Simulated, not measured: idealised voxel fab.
The process module that follows is named voxel ribs on slabs.
The cross-section shown here is cut; it is 230 nm wide and divided into square cells measuring 5 nm on a side.
Format of a cross-section: grid, square cells. Given as bands. Order: top down. Band: one or more rows of cells.
Within each band entry, the heights of the top and of the bottom of the band appear first, in that order and in nm; the materials of the band then follow from left to right, each with its corresponding width in nm. The designation "throughout" on a single material indicates that it fills the band from edge to edge; the designation "air" indicates empty space.
We count height from 0. Below that, the starting wafer is all one material. The lowest band never ends at the bottom but goes on down; see "from 0 down" for how that is written.
A width given as "30->40" starts at the first number in the band's top row and ends at the second number in its bottom row, shifting by an equal amount at every step from row to row.
Step marked "left unchanged"? Then no cell in the cross-section changed in it.
"Sealed cavities" contains a list of empty spaces, each no smaller than 8 cells and without an open way to the top, written in the form width x height at distance with the distance from the left edge and all three in nm.
Step line, after settings: the simulator's comment on this step.
overlay nm: mask offset rightward from planned place, masked step; negative means leftward offset.

THE PLANNED PROCESS STEPS ARE ENUMERATED HEREUNDER
1: RECEIVE,material Si
2: DIRECTIONAL_DEP,material SiO2,thk nm 25
3: DIRECTIONAL_DEP,material polySi,thk nm 20
4: PATTERN,tone cover,mask id RIB,material resist,width nm 15,thk nm 15,overlay nm 0
5: DIRECTIONAL_ETCH,etch materials polySi,depth nm 15
6: STRIP,etch materials resist
7: DIRECTIONAL_DEP,material aC,thk nm 15
8: PATTERN,tone cover,mask id SLAB,material resist,width nm 65,thk nm 35,overlay nm 0
9: DIRECTIONAL_ETCH,etch materials aC,depth nm 15
10: STRIP,etch materials resist
11: DIRECTIONAL_ETCH,etch materials polySi,depth nm 5
12: STRIP,etch materials aC
13: FILL_DEP,material SiO2,thk nm 20
14: CMP,height nm 60
15: DIRECTIONAL_DEP,material TiN,thk nm 10
16: DIRECTIONAL_DEP,material aC,thk nm 15
17: PATTERN,tone cover,mask id HEATER,material resist,width nm 25,thk nm 30,overlay nm 0
18: DIRECTIONAL_ETCH,etch materials aC,depth nm 15
19: STRIP,etch materials resist
20: DIRECTIONAL_ETCH,etch materials TiN,depth nm 10
21: STRIP,etch materials aC
22: CONFORMAL_DEP,material SiO2,thk nm 10

FIRST WAFER, TWO IN TOTAL, RUN AS PLANNED

CROSS-SECTION, INCOMING MATERIAL, AFTER STEP 1
  from 0 down: Si throughout
  Sealed cavities: none

HOW THE WAFER STANDS IN SECTION AFTER STEP 2
  from 25 to 0: SiO2 throughout
  Under 0: no change, same as before.

HOW THE WAFER STANDS IN SECTION AFTER STEP 3
  from 45 to 25: polySi throughout
  Under 25: no change, same as before.

HOW THE WAFER STANDS IN SECTION AFTER STEP 4
  from 60 to 45: air (105), then resist (15), then air (110)
  Under 45: no change, same as before.

HOW THE WAFER STANDS IN SECTION AFTER STEP 5
  from 60 to 45: air (105), then resist (15), then air (110)
  from 45 to 30: air (105), then polySi (15), then air (110)
  Under 30: no change, same as before.

HOW THE WAFER STANDS IN SECTION AFTER STEP 6
  from 45 to 30: air (105), then polySi (15), then air (110)
  Under 30: no change, same as before.

HOW THE WAFER STANDS IN SECTION AFTER STEP 7
  from 60 to 45: air (105), then aC (15), then air (110)
  from 45 to 30: aC (105), then polySi (15), then aC (110)
  Under 30: no change, same as before.

HOW THE WAFER STANDS IN SECTION AFTER STEP 8
  from 95 to 60: air (80), then resist (65), then air (85)
  from 60 to 45: air (80), then resist (25), then aC (15), then resist (25), then air (85)
  Under 45: no change, same as before.

HOW THE WAFER STANDS IN SECTION AFTER STEP 9
  from 80 to 60: air (80), then resist (65), then air (85)
  from 60 to 45: air (80), then resist (25), then aC (15), then resist (25), then air (85)
  from 45 to 30: air (80), then aC (25), then polySi (15), then aC (25), then air (85)
  Under 30: no change, same as before.

HOW THE WAFER STANDS IN SECTION AFTER STEP 10
  from 60 to 45: air (105), then aC (15), then air (110)
  Under 45: no change, same as before.

HOW THE WAFER STANDS IN SECTION AFTER STEP 11
  from 60 to 45: air (105), then aC (15), then air (110)
  from 45 to 30: air (80), then aC (25), then polySi (15), then aC (25), then air (85)
  from 30 to 25: air (80), then polySi (65), then air (85)
  Under 25: no change, same as before.

HOW THE WAFER STANDS IN SECTION AFTER STEP 12
  from 45 to 30: air (105), then polySi (15), then air (110)
  Under 30: no change, same as before.

HOW THE WAFER STANDS IN SECTION AFTER STEP 13
  from 65 to 45: SiO2 throughout
  from 45 to 30: SiO2 (105), then polySi (15), then SiO2 (110)
  from 30 to 25: SiO2 (80), then polySi (65), then SiO2 (85)
  Under 25: no change, same as before.

HOW THE WAFER STANDS IN SECTION AFTER STEP 14
  from 60 to 45: SiO2 throughout
  Under 45: no change, same as before.

HOW THE WAFER STANDS IN SECTION AFTER STEP 15
  from 70 to 60: TiN throughout
  Under 60: no change, same as before.

HOW THE WAFER STANDS IN SECTION AFTER STEP 16
  from 85 to 70: aC throughout
  Under 70: no change, same as before.

HOW THE WAFER STANDS IN SECTION AFTER STEP 17
  from 115 to 85: air (100), then resist (25), then air (105)
  Under 85: no change, same as before.

HOW THE WAFER STANDS IN SECTION AFTER STEP 18
  from 100 to 85: air (100), then resist (25), then air (105)
  from 85 to 70: air (100), then aC (25), then air (105)
  Under 70: no change, same as before.

HOW THE WAFER STANDS IN SECTION AFTER STEP 19
  from 85 to 70: air (100), then aC (25), then air (105)
  Under 70: no change, same as before.

HOW THE WAFER STANDS IN SECTION AFTER STEP 20
  from 85 to 70: air (100), then aC (25), then air (105)
  from 70 to 60: air (100), then TiN (25), then air (105)
  Under 60: no change, same as before.

HOW THE WAFER STANDS IN SECTION AFTER STEP 21
  from 70 to 60: air (100), then TiN (25), then air (105)
  Under 60: no change, same as before.

HOW THE WAFER STANDS IN SECTION AFTER STEP 22
  from 80 to 70: air (90), then SiO2 (45), then air (95)
  from 70 to 60: SiO2 (100), then TiN (25), then SiO2 (105)
  Under 60: no change, same as before.

IT IS TO BE NOTED THAT THE SECOND WAFER PROCEEDED FROM THE SAME INITIAL STATE AND ACCORDING TO THE SAME PLAN AS THE FIRST, ALTHOUGH ONE MISTAKE WAS COMMITTED IN ITS EXECUTION; THROUGH STEP 3, INCLUSIVE, THE TWO WAFERS SHARE AN IDENTICAL HISTORY

CROSS-SECTION OF THE SECOND WAFER CORRESPONDING TO THE PLANNED CONCLUSION OF STEP 4
  from 60 to 45: air (100), then resist (25), then air (105)
  Under 45: no change, same as before.

CROSS-SECTION OF THE SECOND WAFER CORRESPONDING TO THE PLANNED CONCLUSION OF STEP 5
  from 60 to 45: air (100), then resist (25), then air (105)
  from 45 to 30: air (100), then polySi (25), then air (105)
  Under 30: no change, same as before.

CROSS-SECTION OF THE SECOND WAFER CORRESPONDING TO THE PLANNED CONCLUSION OF STEP 6
  from 45 to 30: air (100), then polySi (25), then air (105)
  Under 30: no change, same as before.

CROSS-SECTION OF THE SECOND WAFER CORRESPONDING TO THE PLANNED CONCLUSION OF STEP 7
  from 60 to 45: air (100), then aC (25), then air (105)
  from 45 to 30: aC (100), then polySi (25), then aC (105)
  Under 30: no change, same as before.

CROSS-SECTION OF THE SECOND WAFER CORRESPONDING TO THE PLANNED CONCLUSION OF STEP 8
  from 95 to 60: air (80), then resist (65), then air (85)
  from 60 to 45: air (80), then resist (20), then aC (25), then resist (20), then air (85)
  Under 45: no change, same as before.

CROSS-SECTION OF THE SECOND WAFER CORRESPONDING TO THE PLANNED CONCLUSION OF STEP 9
  from 80 to 60: air (80), then resist (65), then air (85)
  from 60 to 45: air (80), then resist (20), then aC (25), then resist (20), then air (85)
  from 45 to 30: air (80), then aC (20), then polySi (25), then aC (20), then air (85)
  Under 30: no change, same as before.

CROSS-SECTION OF THE SECOND WAFER CORRESPONDING TO THE PLANNED CONCLUSION OF STEP 10
  from 60 to 45: air (100), then aC (25), then air (105)
  Under 45: no change, same as before.

CROSS-SECTION OF THE SECOND WAFER CORRESPONDING TO THE PLANNED CONCLUSION OF STEP 11
  from 60 to 45: air (100), then aC (25), then air (105)
  from 45 to 30: air (80), then aC (20), then polySi (25), then aC (20), then air (85)
  from 30 to 25: air (80), then polySi (65), then air (85)
  Under 25: no change, same as before.

CROSS-SECTION OF THE SECOND WAFER CORRESPONDING TO THE PLANNED CONCLUSION OF STEP 12
  from 45 to 30: air (100), then polySi (25), then air (105)
  Under 30: no change, same as before.

CROSS-SECTION OF THE SECOND WAFER CORRESPONDING TO THE PLANNED CONCLUSION OF STEP 13
  from 65 to 45: SiO2 throughout
  from 45 to 30: SiO2 (100), then polySi (25), then SiO2 (105)
  from 30 to 25: SiO2 (80), then polySi (65), then SiO2 (85)
  Under 25: no change, same as before.

CROSS-SECTION OF THE SECOND WAFER CORRESPONDING TO THE PLANNED CONCLUSION OF STEP 14
  from 60 to 45: SiO2 throughout
  Under 45: no change, same as before.

CROSS-SECTION OF THE SECOND WAFER CORRESPONDING TO THE PLANNED CONCLUSION OF STEP 15
  from 70 to 60: TiN throughout
  Under 60: no change, same as before.

CROSS-SECTION OF THE SECOND WAFER CORRESPONDING TO THE PLANNED CONCLUSION OF STEP 16
  from 85 to 70: aC throughout
  Under 70: no change, same as before.

CROSS-SECTION OF THE SECOND WAFER CORRESPONDING TO THE PLANNED CONCLUSION OF STEP 17
  from 115 to 85: air (100), then resist (25), then air (105)
  Under 85: no change, same as before.

CROSS-SECTION OF THE SECOND WAFER CORRESPONDING TO THE PLANNED CONCLUSION OF STEP 18
  from 100 to 85: air (100), then resist (25), then air (105)
  from 85 to 70: air (100), then aC (25), then air (105)
  Under 70: no change, same as before.

CROSS-SECTION OF THE SECOND WAFER CORRESPONDING TO THE PLANNED CONCLUSION OF STEP 19
  from 85 to 70: air (100), then aC (25), then air (105)
  Under 70: no change, same as before.

CROSS-SECTION OF THE SECOND WAFER CORRESPONDING TO THE PLANNED CONCLUSION OF STEP 20
  from 85 to 70: air (100), then aC (25), then air (105)
  from 70 to 60: air (100), then TiN (25), then air (105)
  Under 60: no change, same as before.

CROSS-SECTION OF THE SECOND WAFER CORRESPONDING TO THE PLANNED CONCLUSION OF STEP 21
  from 70 to 60: air (100), then TiN (25), then air (105)
  Under 60: no change, same as before.

CROSS-SECTION OF THE SECOND WAFER CORRESPONDING TO THE PLANNED CONCLUSION OF STEP 22
  from 80 to 70: air (90), then SiO2 (45), then air (95)
  from 70 to 60: SiO2 (100), then TiN (25), then SiO2 (105)
  Under 60: no change, same as before.
What was done differently from what was planned? step 4 off recipe, ran as PATTERN,tone cover,mask id RIB,material resist,width nm 25,thk nm 15,overlay nm 0
FYI, end of process, the second wafer has more or fewer cells of some materials than the first: SiO2: 6 fewer | polySi: 6 more
